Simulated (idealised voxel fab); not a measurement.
process module | voxel ribs on slabs
cross-section cut | 235 nm wide | cells 5 nm
A cross-section is a grid of square cells, given in bands from the top down. A band is one or more rows of cells.
Each band's line starts with the height of the band's top and of its bottom, in nm. Then come its materials from left to right, each with its width in nm. One material with "throughout" fills the band from edge to edge. "air" is empty space.
Height 0 is the level under which the wafer as received is all one material. The lowest band goes on downwards, as in "0 down".
A width such as "30 to 40" changes by the same amount from each row of cells to the next, from the band's top row to its bottom row.
"no change" after a step means that no cell of the cross-section changed.
closed voids: empty space of 8 cells or more with no open way to the top, each as width x height at its distance from the left edge, in nm
after a step's settings: what the simulator itself notes on the step
overlay nm, on a step with a mask: how far to the right of its planned place the mask lay; to the left if negative
plan
1 op RECEIVE | material Si
2 op DIRECTIONAL_DEP | material SiO2 | thk nm 20
3 op DIRECTIONAL_DEP | material polySi | thk nm 15
4 op DIRECTIONAL_DEP | material aC | thk nm 15
5 op PATTERN | tone cover | mask id RIB | material resist | width nm 30 | thk nm 30 | overlay nm 0
6 op DIRECTIONAL_ETCH | etch materials aC | depth nm 15
7 op STRIP | etch materials resist
8 op DIRECTIONAL_ETCH | etch materials polySi | depth nm 5
9 op STRIP | etch materials aC
10 op MASKED_ETCH | tone cover | mask id SLAB | width nm 80 | etch materials polySi | depth nm 10 | overlay nm 0
11 op FILL_DEP | material SiO2 | thk nm 30
12 op CMP | height nm 55
13 op DIRECTIONAL_DEP | material W | thk nm 5
14 op DIRECTIONAL_DEP | material aC | thk nm 15
15 op PATTERN | tone cover | mask id HEATER | material resist | width nm 40 | thk nm 30 | overlay nm 0
16 op DIRECTIONAL_ETCH | etch materials aC | depth nm 15
17 op STRIP | etch materials resist
18 op DIRECTIONAL_ETCH | etch materials W | depth nm 5
19 op STRIP | etch materials aC
20 op CONFORMAL_DEP | material SiO2 | thk nm 5
as received, after step 1
  0 down: Si throughout
  closed voids: none
first wafer at the end, as planned
  65 to 60: air 90 | SiO2 50 | air 95
  60 to 55: SiO2 95 | W 40 | SiO2 100
  55 to 35: SiO2 throughout
  35 to 30: SiO2 100 | polySi 30 | SiO2 105
  30 to 20: SiO2 75 | polySi 80 | SiO2 80
  20 to 0: SiO2 throughout
  0 down: Si throughout
  closed voids: none
second wafer at the end: like start, like plan, one mistake
  65 to 60: air 90 | SiO2 50 | air 95
  60 to 55: SiO2 95 | W 40 | SiO2 100
  55 to 50: SiO2 100 | polySi 30 | SiO2 105
  50 to 40: SiO2 75 | polySi 80 | SiO2 80
  40 to 0: SiO2 throughout
  0 down: Si throughout
  closed voids: none
what went wrong: step 2 was run twice
at the end the second wafer has, in cells: as many of each material as the first, in other places
